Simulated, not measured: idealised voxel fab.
Presented below is a process module, voxel transistor to metal.
Xsec cut, 205 nm wide, square cell size 5 nm.
In what follows, cross-sections appear as grids of square cells, described through bands that run from the top down, where every band is one or more rows of cells. Look at the band entry: it leads with the top's height and the bottom's height in nm. Then it lists the materials left to right, with a width in nm for each. The word "full width" on a single material says that material fills the band edge to edge. The word "empty" is empty space. All heights in this document are referenced to 0, defined as the level beneath which the wafer, as received, consists entirely of one material. The lowest band is not bounded below; it extends indefinitely downward and is written in the form "0..down". With a width like "30->40", each row of cells in the band differs from the next by the same amount, the top row carrying the first number and the bottom row the second. Basically "same as before" means that step didn't change any cell in the cross-section. Reported under the label "Fully closed voids" are the empty spaces having no open way to the top and comprising 8 cells or more; the notation for each is width x height at distance, in which the distance is measured from the left edge and all three values are in nm. The remark found on a step's line after its settings is issued by the simulator itself and pertains to that step. overlay nm, on a step with a mask: how far to the right of its planned place the mask lay; to the left if negative. Quick note on how to read the rest: it's all pairs. You get the cross-section before a process step and the one after, but the after one only goes down as far as the lowest band that changed. The step in between, with its settings, sits under the pair. Heads up, the pairs can come from different runs of this module on the same starting wafer, so don't assume a pair picks up from the one above unless its "Ex-ante state" entry says it does.

Ex-ante state:
> 65..40  empty (45); W (20); empty (75); W (20); empty (45)
> 40..35  empty (45); TiN (20); empty (75); TiN (20); empty (45)
> 35..20  SiO2 (45); TiN (5); W (10); TiN (5); SiO2 (75); TiN (5); W (10); TiN (5); SiO2 (45)
> 20..5  SiO2 (45); TiN (5); W (10); TiN (5); SiO2 (10); SiN (10); HfO2 (5); TiN (5); W (15); TiN (5); HfO2 (5); SiN (10); SiO2 (10); TiN (5); W (10); TiN (5); SiO2 (45)
> 5..0  SiO2 (45); TiN (5); W (10); TiN (5); SiO2 (10); SiN (10); HfO2 (5); TiN (25); HfO2 (5); SiN (10); SiO2 (10); TiN (5); W (10); TiN (5); SiO2 (45)
> 0..-5  SiO2 (45); TiN (20); SiO2 (5); SiGe (5); SiO2 (5); HfO2 (45); SiO2 (5); SiGe (5); SiO2 (5); TiN (20); SiO2 (45)
> -5..-10  SiO2 (45); SiGe (30); Si (55); SiGe (50); SiO2 (25)
> -10..-30  SiO2 (45); Si (135); SiO2 (25)
> -30..down  Si full width
> Fully closed voids: none

Step Outcome:
> 70..65  empty (40); SiN (30); empty (65); SiN (30); empty (40)
> 65..40  empty (40); SiN (5); W (20); SiN (5); empty (65); SiN (5); W (20); SiN (5); empty (40)
> 40..35  SiN (45); TiN (20); SiN (75); TiN (20); SiN (45)
> Whatever lies below 35 is exactly as it was before.
> Fully closed voids: none
Formally, the process step situated between the two cross-sections above is CONFORMAL_DEP: material SiN, thk nm 5

Ex-ante state: per the after cross-section of the pair just above.

Step Outcome:
> 80..70  lowk full width
> 70..65  lowk (40); SiN (30); lowk (65); SiN (30); lowk (40)
> 65..40  lowk (40); SiN (5); W (20); SiN (5); lowk (65); SiN (5); W (20); SiN (5); lowk (40)
> Whatever lies below 40 is exactly as it was before.
> Fully closed voids: none
Formally, the process step situated between the two cross-sections above is FILL_DEP: material lowk, thk nm 10

Ex-ante state: per the after cross-section of the pair just above.

Step Outcome:
> 65..40  lowk (40); SiN (5); W (20); SiN (5); lowk (65); SiN (5); W (20); SiN (5); lowk (40)
> Whatever lies below 40 is exactly as it was before.
> Fully closed voids: none
Formally, the process step situated between the two cross-sections above is CMP: height nm 65

Ex-ante state: per the after cross-section of the pair just above.

Step Outcome:
> 70..65  SiCN full width
> Whatever lies below 65 is exactly as it was before.
> Fully closed voids: none
Formally, the process step situated between the two cross-sections above is CONFORMAL_DEP: material SiCN, thk nm 5

Ex-ante state:
> 25..20  empty (75); SiN (10); empty (35); SiN (10); empty (75)
> 20..0  SiO2 (75); SiN (10); empty (35); SiN (10); SiO2 (75)
> 0..-5  SiO2 (70); SiGe (5); SiO2 (5); empty (45); SiO2 (5); SiGe (5); SiO2 (70)
> -5..-10  SiO2 (35); SiGe (40); Si (55); SiGe (40); SiO2 (35)
> -10..-30  SiO2 (35); Si (135); SiO2 (35)
> -30..down  Si full width
> Fully closed voids: none

Step Outcome:
> 30..25  empty (70); polySi (20); empty (25); polySi (20); empty (70)
> 25..20  polySi (75); SiN (10); polySi (5); empty (25); polySi (5); SiN (10); polySi (75)
> 20..0  SiO2 (75); SiN (10); polySi (5); empty (25); polySi (5); SiN (10); SiO2 (75)
> 0..-5  SiO2 (70); SiGe (5); SiO2 (5); polySi (45); SiO2 (5); SiGe (5); SiO2 (70)
> Whatever lies below -5 is exactly as it was before.
> Fully closed voids: none
Formally, the process step situated between the two cross-sections above is CONFORMAL_DEP: material polySi, thk nm 5

Ex-ante state: per the after cross-section of the pair just above.

Step Outcome:
> 35..30  empty (65); TiN (30); empty (15); TiN (30); empty (65)
> 30..25  TiN (70); polySi (20); TiN (5); empty (15); TiN (5); polySi (20); TiN (70)
> 25..20  polySi (75); SiN (10); polySi (5); TiN (5); empty (15); TiN (5); polySi (5); SiN (10); polySi (75)
> 20..5  SiO2 (75); SiN (10); polySi (5); TiN (5); empty (15); TiN (5); polySi (5); SiN (10); SiO2 (75)
> 5..0  SiO2 (75); SiN (10); polySi (5); TiN (25); polySi (5); SiN (10); SiO2 (75)
> Whatever lies below 0 is exactly as it was before.
> Fully closed voids: none
Formally, the process step situated between the two cross-sections above is CONFORMAL_DEP: material TiN, thk nm 5

Ex-ante state: per the after cross-section of the pair just above.

Step Outcome:
> 45..35  W full width
> 35..30  W (65); TiN (30); W (15); TiN (30); W (65)
> 30..25  TiN (70); polySi (20); TiN (5); W (15); TiN (5); polySi (20); TiN (70)
> 25..20  polySi (75); SiN (10); polySi (5); TiN (5); W (15); TiN (5); polySi (5); SiN (10); polySi (75)
> 20..5  SiO2 (75); SiN (10); polySi (5); TiN (5); W (15); TiN (5); polySi (5); SiN (10); SiO2 (75)
> Whatever lies below 5 is exactly as it was before.
> Fully closed voids: none
Formally, the process step situated between the two cross-sections above is FILL_DEP: material W, thk nm 10

Ex-ante state: per the after cross-section of the pair just above.

Step Outcome:
> 20..5  SiO2 (75); SiN (10); polySi (5); TiN (5); W (15); TiN (5); polySi (5); SiN (10); SiO2 (75)
> Whatever lies below 5 is exactly as it was before.
> Fully closed voids: none
Formally, the process step situated between the two cross-sections above is CMP: height nm 20

Ex-ante state: per the after cross-section of the pair just above.

Step Outcome:
> 35..20  SiO2 full width
> Whatever lies below 20 is exactly as it was before.
> Fully closed voids: none
Formally, the process step situated between the two cross-sections above is DIRECTIONAL_DEP: material SiO2, thk nm 15

Ex-ante state: per the after cross-section of the pair just above.

Step Outcome:
> 55..35  resist (45); empty (20); resist (75); empty (20); resist (45)
> Whatever lies below 35 is exactly as it was before.
> Fully closed voids: none
Formally, the process step situated between the two cross-sections above is PATTERN: tone open, mask id CONTACT, material resist, width nm 20, pitch nm 95, thk nm 20, overlay nm 0

Ex-ante state: per the after cross-section of the pair just above.

Step Outcome:
> 55..35  resist (45); empty (20); resist (75); empty (20); resist (45)
> 35..20  SiO2 (45); empty (20); SiO2 (75); empty (20); SiO2 (45)
> 20..5  SiO2 (45); empty (20); SiO2 (10); SiN (10); polySi (5); TiN (5); W (15); TiN (5); polySi (5); SiN (10); SiO2 (10); empty (20); SiO2 (45)
> 5..0  SiO2 (45); empty (20); SiO2 (10); SiN (10); polySi (5); TiN (25); polySi (5); SiN (10); SiO2 (10); empty (20); SiO2 (45)
> 0..-5  SiO2 (45); empty (20); SiO2 (5); SiGe (5); SiO2 (5); polySi (45); SiO2 (5); SiGe (5); SiO2 (5); empty (20); SiO2 (45)
> Whatever lies below -5 is exactly as it was before.
> Fully closed voids: none
Formally, the process step situated between the two cross-sections above is DIRECTIONAL_ETCH: etch materials SiO2, depth nm 40

Ex-ante state: per the after cross-section of the pair just above.

Step Outcome:
> 35..20  SiO2 (45); empty (20); SiO2 (75); empty (20); SiO2 (45)
> Whatever lies below 20 is exactly as it was before.
> Fully closed voids: none
Formally, the process step situated between the two cross-sections above is STRIP: etch materials resist

Ex-ante state: per the after cross-section of the pair just above.

Step Outcome:
> 40..35  TiN (50); empty (10); TiN (85); empty (10); TiN (50)
> 35..20  SiO2 (45); TiN (5); empty (10); TiN (5); SiO2 (75); TiN (5); empty (10); TiN (5); SiO2 (45)
> 20..5  SiO2 (45); TiN (5); empty (10); TiN (5); SiO2 (10); SiN (10); polySi (5); TiN (5); W (15); TiN (5); polySi (5); SiN (10); SiO2 (10); TiN (5); empty (10); TiN (5); SiO2 (45)
> 5..0  SiO2 (45); TiN (5); empty (10); TiN (5); SiO2 (10); SiN (10); polySi (5); TiN (25); polySi (5); SiN (10); SiO2 (10); TiN (5); empty (10); TiN (5); SiO2 (45)
> 0..-5  SiO2 (45); TiN (20); SiO2 (5); SiGe (5); SiO2 (5); polySi (45); SiO2 (5); SiGe (5); SiO2 (5); TiN (20); SiO2 (45)
> Whatever lies below -5 is exactly as it was before.
> Fully closed voids: none
Formally, the process step situated between the two cross-sections above is CONFORMAL_DEP: material TiN, thk nm 5

Ex-ante state: per the after cross-section of the pair just above.

Step Outcome:
> 45..40  W full width
> 40..35  TiN (50); W (10); TiN (85); W (10); TiN (50)
> 35..20  SiO2 (45); TiN (5); W (10); TiN (5); SiO2 (75); TiN (5); W (10); TiN (5); SiO2 (45)
> 20..5  SiO2 (45); TiN (5); W (10); TiN (5); SiO2 (10); SiN (10); polySi (5); TiN (5); W (15); TiN (5); polySi (5); SiN (10); SiO2 (10); TiN (5); W (10); TiN (5); SiO2 (45)
> 5..0  SiO2 (45); TiN (5); W (10); TiN (5); SiO2 (10); SiN (10); polySi (5); TiN (25); polySi (5); SiN (10); SiO2 (10); TiN (5); W (10); TiN (5); SiO2 (45)
> Whatever lies below 0 is exactly as it was before.
> Fully closed voids: none
Formally, the process step situated between the two cross-sections above is FILL_DEP: material W, thk nm 5

Ex-ante state: per the after cross-section of the pair just above.

Step Outcome:
> 35..20  SiO2 (45); TiN (5); W (10); TiN (5); SiO2 (75); TiN (5); W (10); TiN (5); SiO2 (45)
> Whatever lies below 20 is exactly as it was before.
> Fully closed voids: none
Formally, the process step situated between the two cross-sections above is CMP: height nm 35

Ex-ante state: per the after cross-section of the pair just above.

Step Outcome:
> 40..35  TiN full width
> Whatever lies below 35 is exactly as it was before.
> Fully closed voids: none
Formally, the process step situated between the two cross-sections above is DIRECTIONAL_DEP: material TiN, thk nm 5

Ex-ante state: per the after cross-section of the pair just above.

Step Outcome:
> 65..40  W full width
> Whatever lies below 40 is exactly as it was before.
> Fully closed voids: none
Formally, the process step situated between the two cross-sections above is DIRECTIONAL_DEP: material W, thk nm 25

Ex-ante state: per the after cross-section of the pair just above.

Step Outcome:
> 80..65  aC full width
> Whatever lies below 65 is exactly as it was before.
> Fully closed voids: none
Formally, the process step situated between the two cross-sections above is DIRECTIONAL_DEP: material aC, thk nm 15

Ex-ante state: per the after cross-section of the pair just above.

Step Outcome:
> 110..80  empty (45); resist (20); empty (75); resist (20); empty (45)
> Whatever lies below 80 is exactly as it was before.
> Fully closed voids: none
Formally, the process step situated between the two cross-sections above is PATTERN: tone cover, mask id METAL_1, material resist, width nm 20, pitch nm 95, thk nm 30, overlay nm 0

Ex-ante state: per the after cross-section of the pair just above.

Step Outcome:
> 95..80  empty (45); resist (20); empty (75); resist (20); empty (45)
> 80..65  empty (45); aC (20); empty (75); aC (20); empty (45)
> Whatever lies below 65 is exactly as it was before.
> Fully closed voids: none
Formally, the process step situated between the two cross-sections above is DIRECTIONAL_ETCH: etch materials aC, depth nm 15

Ex-ante state: per the after cross-section of the pair just above.

Step Outcome:
> 80..65  empty (45); aC (20); empty (75); aC (20); empty (45)
> Whatever lies below 65 is exactly as it was before.
> Fully closed voids: none
Formally, the process step situated between the two cross-sections above is STRIP: etch materials resist

Ex-ante state: per the after cross-section of the pair just above.

Step Outcome:
> 80..65  empty (45); aC (20); empty (75); aC (20); empty (45)
> 65..40  empty (45); W (20); empty (75); W (20); empty (45)
> Whatever lies below 40 is exactly as it was before.
> Fully closed voids: none
Formally, the process step situated between the two cross-sections above is DIRECTIONAL_ETCH: etch materials W, depth nm 25

Ex-ante state: per the after cross-section of the pair just above.

Step Outcome:
> 80..65  empty (45); aC (20); empty (75); aC (20); empty (45)
> 65..40  empty (45); W (20); empty (75); W (20); empty (45)
> 40..35  empty (45); TiN (20); empty (75); TiN (20); empty (45)
> Whatever lies below 35 is exactly as it was before.
> Fully closed voids: none
Formally, the process step situated between the two cross-sections above is DIRECTIONAL_ETCH: etch materials TiN, depth nm 5

Ex-ante state: per the after cross-section of the pair just above.

Step Outcome:
> 65..40  empty (45); W (20); empty (75); W (20); empty (45)
> Whatever lies below 40 is exactly as it was before.
> Fully closed voids: none
Formally, the process step situated between the two cross-sections above is STRIP: etch materials aC

Ex-ante state: per the after cross-section of the pair just above.

Step Outcome:
> 70..65  empty (40); SiN (30); empty (65); SiN (30); empty (40)
> 65..40  empty (40); SiN (5); W (20); SiN (5); empty (65); SiN (5); W (20); SiN (5); empty (40)
> 40..35  SiN (45); TiN (20); SiN (75); TiN (20); SiN (45)
> Whatever lies below 35 is exactly as it was before.
> Fully closed voids: none
Formally, the process step situated between the two cross-sections above is CONFORMAL_DEP: material SiN, thk nm 5

Ex-ante state: per the after cross-section of the pair just above.

Step Outcome:
> 80..70  lowk full width
> 70..65  lowk (40); SiN (30); lowk (65); SiN (30); lowk (40)
> 65..40  lowk (40); SiN (5); W (20); SiN (5); lowk (65); SiN (5); W (20); SiN (5); lowk (40)
> Whatever lies below 40 is exactly as it was before.
> Fully closed voids: none
Formally, the process step situated between the two cross-sections above is FILL_DEP: material lowk, thk nm 10

Ex-ante state: per the after cross-section of the pair just above.

Step Outcome:
> 65..40  lowk (40); SiN (5); W (20); SiN (5); lowk (65); SiN (5); W (20); SiN (5); lowk (40)
> Whatever lies below 40 is exactly as it was before.
> Fully closed voids: none
Formally, the process step situated between the two cross-sections above is CMP: height nm 65

Ex-ante state: per the after cross-section of the pair just above.

Step Outcome:
> 70..65  SiCN full width
> Whatever lies below 65 is exactly as it was before.
> Fully closed voids: none
Formally, the process step situated between the two cross-sections above is CONFORMAL_DEP: material SiCN, thk nm 5

Ex-ante state:
> 25..15  aC full width
> 15..5  SiN full width
> 5..0  SiO2 full width
> 0..down  Si full width
> Fully closed voids: none

Step Outcome:
> 55..25  resist (35); empty (135); resist (35)
> Whatever lies below 25 is exactly as it was before.
> Fully closed voids: none
Formally, the process step situated between the two cross-sections above is PATTERN: tone open, mask id ACTIVE, material resist, width nm 135, thk nm 30, overlay nm 0

Ex-ante state: per the after cross-section of the pair just above.

Step Outcome:
> 45..25  resist (35); empty (135); resist (35)
> 25..15  aC (35); empty (135); aC (35)
> Whatever lies below 15 is exactly as it was before.
> Fully closed voids: none
Formally, the process step situated between the two cross-sections above is DIRECTIONAL_ETCH: etch materials aC, depth nm 10

Ex-ante state: per the after cross-section of the pair just above.

Step Outcome:
> 25..15  aC (35); empty (135); aC (35)
> Whatever lies below 15 is exactly as it was before.
> Fully closed voids: none
Formally, the process step situated between the two cross-sections above is STRIP: etch materials resist

Ex-ante state: per the after cross-section of the pair just above.

Step Outcome:
> 25..15  aC (35); empty (135); aC (35)
> 15..5  SiN (35); empty (135); SiN (35)
> Whatever lies below 5 is exactly as it was before.
> Fully closed voids: none
Formally, the process step situated between the two cross-sections above is DIRECTIONAL_ETCH: etch materials SiN, depth nm 10

Ex-ante state: per the after cross-section of the pair just above.

Step Outcome:
> 25..15  aC (35); empty (135); aC (35)
> 15..5  SiN (35); empty (135); SiN (35)
> 5..0  SiO2 (35); empty (135); SiO2 (35)
> Whatever lies below 0 is exactly as it was before.
> Fully closed voids: none
Formally, the process step situated between the two cross-sections above is DIRECTIONAL_ETCH: etch materials SiO2, depth nm 5

Ex-ante state: per the after cross-section of the pair just above.

Step Outcome:
> 25..15  aC (35); empty (135); aC (35)
> 15..5  SiN (35); empty (135); SiN (35)
> 5..0  SiO2 (35); empty (135); SiO2 (35)
> 0..-30  Si (35); empty (135); Si (35)
> Whatever lies below -30 is exactly as it was before.
> Fully closed voids: none
Formally, the process step situated between the two cross-sections above is DIRECTIONAL_ETCH: etch materials Si, depth nm 30

Ex-ante state: per the after cross-section of the pair just above.

Step Outcome:
> 15..5  SiN (35); empty (135); SiN (35)
> Whatever lies below 5 is exactly as it was before.
> Fully closed voids: none
Formally, the process step situated between the two cross-sections above is STRIP: etch materials aC

Ex-ante state: per the after cross-section of the pair just above.

Step Outcome:
> 30..15  SiO2 full width
> 15..5  SiN (35); SiO2 (135); SiN (35)
> 5..0  SiO2 full width
> 0..-30  Si (35); SiO2 (135); Si (35)
> Whatever lies below -30 is exactly as it was before.
> Fully closed voids: none
Formally, the process step situated between the two cross-sections above is FILL_DEP: material SiO2, thk nm 15

Ex-ante state: per the after cross-section of the pair just above.

Step Outcome:
> 15..5  SiN (35); SiO2 (135); SiN (35)
> Whatever lies below 5 is exactly as it was before.
> Fully closed voids: none
Formally, the process step situated between the two cross-sections above is CMP: height nm 15

Ex-ante state: per the after cross-section of the pair just above.

Step Outcome:
> 15..5  SiN (35); empty (135); SiN (35)
> Whatever lies below 5 is exactly as it was before.
> Fully closed voids: none
Formally, the process step situated between the two cross-sections above is SELECTIVE_ETCH: etch materials SiO2, depth nm 10

Ex-ante state: per the after cross-section of the pair just above.

Step Outcome:
> 5..0  SiO2 full width
> Whatever lies below 0 is exactly as it was before.
> Fully closed voids: none
Formally, the process step situated between the two cross-sections above is STRIP: etch materials SiN

Ex-ante state: per the after cross-section of the pair just above.

Step Outcome:
> 0..-30  Si (35); SiO2 (135); Si (35)
> Whatever lies below -30 is exactly as it was before.
> Fully closed voids: none
Formally, the process step situated between the two cross-sections above is SELECTIVE_ETCH: etch materials SiO2, depth nm 5

Ex-ante state: per the after cross-section of the pair just above.

Step Outcome:
> 0..-5  SiO2 full width
> Whatever lies below -5 is exactly as it was before.
> Fully closed voids: none
Formally, the process step situated between the two cross-sections above is OXIDIZE: depth nm 5

Ex-ante state: per the after cross-section of the pair just above.

Step Outcome:
> 25..0  polySi full width
> Whatever lies below 0 is exactly as it was before.
> Fully closed voids: none
Formally, the process step situated between the two cross-sections above is DIRECTIONAL_DEP: material polySi, thk nm 25

Ex-ante state: per the after cross-section of the pair just above.

Step Outcome:
> 40..25  SiCN full width
> Whatever lies below 25 is exactly as it was before.
> Fully closed voids: none
Formally, the process step situated between the two cross-sections above is DIRECTIONAL_DEP: material SiCN, thk nm 15

Ex-ante state: per the after cross-section of the pair just above.

Step Outcome:
> 40..25  empty (85); SiCN (35); empty (85)
> Whatever lies below 25 is exactly as it was before.
> Fully closed voids: none
Formally, the process step situated between the two cross-sections above is MASKED_ETCH: tone cover, mask id GATE, width nm 35, etch materials SiCN, depth nm 25, overlay nm 0

Ex-ante state: per the after cross-section of the pair just above.

Step Outcome:
> 40..25  empty (85); SiCN (35); empty (85)
> 25..0  empty (85); polySi (35); empty (85)
> Whatever lies below 0 is exactly as it was before.
> Fully closed voids: none
Formally, the process step situated between the two cross-sections above is MASKED_ETCH: tone cover, mask id GATE, width nm 35, etch materials polySi, depth nm 35, overlay nm 0

Ex-ante state: per the after cross-section of the pair just above.

Step Outcome:
> 50..40  empty (75); SiN (55); empty (75)
> 40..25  empty (75); SiN (10); SiCN (35); SiN (10); empty (75)
> 25..10  empty (75); SiN (10); polySi (35); SiN (10); empty (75)
> 10..0  SiN (85); polySi (35); SiN (85)
> Whatever lies below 0 is exactly as it was before.
> Fully closed voids: none
Formally, the process step situated between the two cross-sections above is CONFORMAL_DEP: material SiN, thk nm 10

Ex-ante state: per the after cross-section of the pair just above.

Step Outcome:
> 40..25  empty (75); SiN (10); SiCN (35); SiN (10); empty (75)
> 25..0  empty (75); SiN (10); polySi (35); SiN (10); empty (75)
> Whatever lies below 0 is exactly as it was before.
> Fully closed voids: none
Formally, the process step situated between the two cross-sections above is DIRECTIONAL_ETCH: etch materials SiN, depth nm 10

Ex-ante state: per the after cross-section of the pair just above.

Step Outcome:
> 40..25  empty (75); SiN (10); SiCN (35); SiN (10); empty (75)
> 25..0  empty (75); SiN (10); polySi (35); SiN (10); empty (75)
> 0..-5  empty (75); SiO2 (55); empty (75)
> Whatever lies below -5 is exactly as it was before.
> Fully closed voids: none
Formally, the process step situated between the two cross-sections above is DIRECTIONAL_ETCH: etch materials SiO2, depth nm 5

Ex-ante state: per the after cross-section of the pair just above.

Step Outcome:
> 40..25  empty (75); SiN (10); SiCN (35); SiN (10); empty (75)
> 25..0  empty (75); SiN (10); polySi (35); SiN (10); empty (75)
> 0..-10  empty (75->35); SiO2 (55->135); empty (75->35)
> Whatever lies below -10 is exactly as it was before.
> Fully closed voids: none
Formally, the process step situated between the two cross-sections above is DIRECTIONAL_ETCH: etch materials Si, depth nm 5

Ex-ante state: per the after cross-section of the pair just above.

Step Outcome:
> 40..25  empty (75); SiN (10); SiCN (35); SiN (10); empty (75)
> 25..0  empty (75); SiN (10); polySi (35); SiN (10); empty (75)
> 0..-5  empty (75); SiO2 (55); empty (75)
> -5..-10  SiGe (35); SiO2 (135); SiGe (35)
> Whatever lies below -10 is exactly as it was before.
> Fully closed voids: none
Formally, the process step situated between the two cross-sections above is EPI: material SiGe, thk nm 5

Ex-ante state: per the after cross-section of the pair just above.

Step Outcome:
> 45..40  SiO2 full width
> 40..25  SiO2 (75); SiN (10); SiCN (35); SiN (10); SiO2 (75)
> 25..0  SiO2 (75); SiN (10); polySi (35); SiN (10); SiO2 (75)
> 0..-5  SiO2 full width
> Whatever lies below -5 is exactly as it was before.
> Fully closed voids: none
Formally, the process step situated between the two cross-sections above is FILL_DEP: material SiO2, thk nm 5

Ex-ante state: per the after cross-section of the pair just above.

Step Outcome:
> 25..0  SiO2 (75); SiN (10); polySi (35); SiN (10); SiO2 (75)
> Whatever lies below 0 is exactly as it was before.
> Fully closed voids: none
Formally, the process step situated between the two cross-sections above is CMP: height nm 25

Ex-ante state: per the after cross-section of the pair just above.

Step Outcome:
> 25..0  SiO2 (75); SiN (10); empty (35); SiN (10); SiO2 (75)
> Whatever lies below 0 is exactly as it was before.
> Fully closed voids: none
Formally, the process step situated between the two cross-sections above is STRIP: etch materials polySi

Ex-ante state: per the after cross-section of the pair just above.

Step Outcome:
> 25..20  empty (75); SiN (10); empty (35); SiN (10); empty (75)
> 20..0  SiO2 (75); SiN (10); empty (35); SiN (10); SiO2 (75)
> 0..-5  SiO2 (80); empty (45); SiO2 (80)
> Whatever lies below -5 is exactly as it was before.
> Fully closed voids: none
Formally, the process step situated between the two cross-sections above is SELECTIVE_ETCH: etch materials SiO2, depth nm 5

Ex-ante state: per the after cross-section of the pair just above.

Step Outcome:
> 30..25  empty (70); HfO2 (20); empty (25); HfO2 (20); empty (70)
> 25..20  HfO2 (75); SiN (10); HfO2 (5); empty (25); HfO2 (5); SiN (10); HfO2 (75)
> 20..0  SiO2 (75); SiN (10); HfO2 (5); empty (25); HfO2 (5); SiN (10); SiO2 (75)
> 0..-5  SiO2 (80); HfO2 (45); SiO2 (80)
> Whatever lies below -5 is exactly as it was before.
> Fully closed voids: none
Formally, the process step situated between the two cross-sections above is CONFORMAL_DEP: material HfO2, thk nm 5

Ex-ante state: per the after cross-section of the pair just above.

Step Outcome:
> 35..30  empty (65); TiN (30); empty (15); TiN (30); empty (65)
> 30..25  TiN (70); HfO2 (20); TiN (5); empty (15); TiN (5); HfO2 (20); TiN (70)
> 25..20  HfO2 (75); SiN (10); HfO2 (5); TiN (5); empty (15); TiN (5); HfO2 (5); SiN (10); HfO2 (75)
> 20..5  SiO2 (75); SiN (10); HfO2 (5); TiN (5); empty (15); TiN (5); HfO2 (5); SiN (10); SiO2 (75)
> 5..0  SiO2 (75); SiN (10); HfO2 (5); TiN (25); HfO2 (5); SiN (10); SiO2 (75)
> Whatever lies below 0 is exactly as it was before.
> Fully closed voids: none
Formally, the process step situated between the two cross-sections above is CONFORMAL_DEP: material TiN, thk nm 5

Ex-ante state: per the after cross-section of the pair just above.

Step Outcome:
> 45..35  W full width
> 35..30  W (65); TiN (30); W (15); TiN (30); W (65)
> 30..25  TiN (70); HfO2 (20); TiN (5); W (15); TiN (5); HfO2 (20); TiN (70)
> 25..20  HfO2 (75); SiN (10); HfO2 (5); TiN (5); W (15); TiN (5); HfO2 (5); SiN (10); HfO2 (75)
> 20..5  SiO2 (75); SiN (10); HfO2 (5); TiN (5); W (15); TiN (5); HfO2 (5); SiN (10); SiO2 (75)
> Whatever lies below 5 is exactly as it was before.
> Fully closed voids: none
Formally, the process step situated between the two cross-sections above is FILL_DEP: material W, thk nm 10

Ex-ante state: per the after cross-section of the pair just above.

Step Outcome:
> 20..5  SiO2 (75); SiN (10); HfO2 (5); TiN (5); W (15); TiN (5); HfO2 (5); SiN (10); SiO2 (75)
> Whatever lies below 5 is exactly as it was before.
> Fully closed voids: none
Formally, the process step situated between the two cross-sections above is CMP: height nm 20

Ex-ante state: per the after cross-section of the pair just above.

Step Outcome:
> 35..20  SiO2 full width
> Whatever lies below 20 is exactly as it was before.
> Fully closed voids: none
Formally, the process step situated between the two cross-sections above is DIRECTIONAL_DEP: material SiO2, thk nm 15

Ex-ante state: per the after cross-section of the pair just above.

Step Outcome:
> 55..35  resist (45); empty (20); resist (75); empty (20); resist (45)
> Whatever lies below 35 is exactly as it was before.
> Fully closed voids: none
Formally, the process step situated between the two cross-sections above is PATTERN: tone open, mask id CONTACT, material resist, width nm 20, pitch nm 95, thk nm 20, overlay nm 0

Ex-ante state: per the after cross-section of the pair just above.

Step Outcome:
> 55..35  resist (45); empty (20); resist (75); empty (20); resist (45)
> 35..20  SiO2 (45); empty (20); SiO2 (75); empty (20); SiO2 (45)
> 20..5  SiO2 (45); empty (20); SiO2 (10); SiN (10); HfO2 (5); TiN (5); W (15); TiN (5); HfO2 (5); SiN (10); SiO2 (10); empty (20); SiO2 (45)
> 5..0  SiO2 (45); empty (20); SiO2 (10); SiN (10); HfO2 (5); TiN (25); HfO2 (5); SiN (10); SiO2 (10); empty (20); SiO2 (45)
> 0..-5  SiO2 (45); empty (20); SiO2 (15); HfO2 (45); SiO2 (15); empty (20); SiO2 (45)
> Whatever lies below -5 is exactly as it was before.
> Fully closed voids: none
Formally, the process step situated between the two cross-sections above is DIRECTIONAL_ETCH: etch materials SiO2, depth nm 40

Ex-ante state: per the after cross-section of the pair just above.

Step Outcome:
> 35..20  SiO2 (45); empty (20); SiO2 (75); empty (20); SiO2 (45)
> Whatever lies below 20 is exactly as it was before.
> Fully closed voids: none
Formally, the process step situated between the two cross-sections above is STRIP: etch materials resist

Ex-ante state: per the after cross-section of the pair just above.

Step Outcome:
> 40..35  TiN (50); empty (10); TiN (85); empty (10); TiN (50)
> 35..20  SiO2 (45); TiN (5); empty (10); TiN (5); SiO2 (75); TiN (5); empty (10); TiN (5); SiO2 (45)
> 20..5  SiO2 (45); TiN (5); empty (10); TiN (5); SiO2 (10); SiN (10); HfO2 (5); TiN (5); W (15); TiN (5); HfO2 (5); SiN (10); SiO2 (10); TiN (5); empty (10); TiN (5); SiO2 (45)
> 5..0  SiO2 (45); TiN (5); empty (10); TiN (5); SiO2 (10); SiN (10); HfO2 (5); TiN (25); HfO2 (5); SiN (10); SiO2 (10); TiN (5); empty (10); TiN (5); SiO2 (45)
> 0..-5  SiO2 (45); TiN (20); SiO2 (15); HfO2 (45); SiO2 (15); TiN (20); SiO2 (45)
> Whatever lies below -5 is exactly as it was before.
> Fully closed voids: none
Formally, the process step situated between the two cross-sections above is CONFORMAL_DEP: material TiN, thk nm 5

Ex-ante state: per the after cross-section of the pair just above.

Step Outcome:
> 45..40  W full width
> 40..35  TiN (50); W (10); TiN (85); W (10); TiN (50)
> 35..20  SiO2 (45); TiN (5); W (10); TiN (5); SiO2 (75); TiN (5); W (10); TiN (5); SiO2 (45)
> 20..5  SiO2 (45); TiN (5); W (10); TiN (5); SiO2 (10); SiN (10); HfO2 (5); TiN (5); W (15); TiN (5); HfO2 (5); SiN (10); SiO2 (10); TiN (5); W (10); TiN (5); SiO2 (45)
> 5..0  SiO2 (45); TiN (5); W (10); TiN (5); SiO2 (10); SiN (10); HfO2 (5); TiN (25); HfO2 (5); SiN (10); SiO2 (10); TiN (5); W (10); TiN (5); SiO2 (45)
> Whatever lies below 0 is exactly as it was before.
> Fully closed voids: none
Formally, the process step situated between the two cross-sections above is FILL_DEP: material W, thk nm 5

Ex-ante state: per the after cross-section of the pair just above.

Step Outcome:
> 35..20  SiO2 (45); TiN (5); W (10); TiN (5); SiO2 (75); TiN (5); W (10); TiN (5); SiO2 (45)
> Whatever lies below 20 is exactly as it was before.
> Fully closed voids: none
Formally, the process step situated between the two cross-sections above is CMP: height nm 35

Ex-ante state: per the after cross-section of the pair just above.

Step Outcome:
> 40..35  TiN full width
> Whatever lies below 35 is exactly as it was before.
> Fully closed voids: none
Formally, the process step situated between the two cross-sections above is DIRECTIONAL_DEP: material TiN, thk nm 5

Ex-ante state: per the after cross-section of the pair just above.

Step Outcome:
> 65..40  W full width
> Whatever lies below 40 is exactly as it was before.
> Fully closed voids: none
Formally, the process step situated between the two cross-sections above is DIRECTIONAL_DEP: material W, thk nm 25

Ex-ante state: per the after cross-section of the pair just above.

Step Outcome:
> 80..65  aC full width
> Whatever lies below 65 is exactly as it was before.
> Fully closed voids: none
Formally, the process step situated between the two cross-sections above is DIRECTIONAL_DEP: material aC, thk nm 15

Ex-ante state: per the after cross-section of the pair just above.

Step Outcome:
> 110..80  empty (45); resist (20); empty (75); resist (20); empty (45)
> Whatever lies below 80 is exactly as it was before.
> Fully closed voids: none
Formally, the process step situated between the two cross-sections above is PATTERN: tone cover, mask id METAL_1, material resist, width nm 20, pitch nm 95, thk nm 30, overlay nm 0

Ex-ante state: per the after cross-section of the pair just above.

Step Outcome:
> 95..80  empty (45); resist (20); empty (75); resist (20); empty (45)
> 80..65  empty (45); aC (20); empty (75); aC (20); empty (45)
> Whatever lies below 65 is exactly as it was before.
> Fully closed voids: none
Formally, the process step situated between the two cross-sections above is DIRECTIONAL_ETCH: etch materials aC, depth nm 15
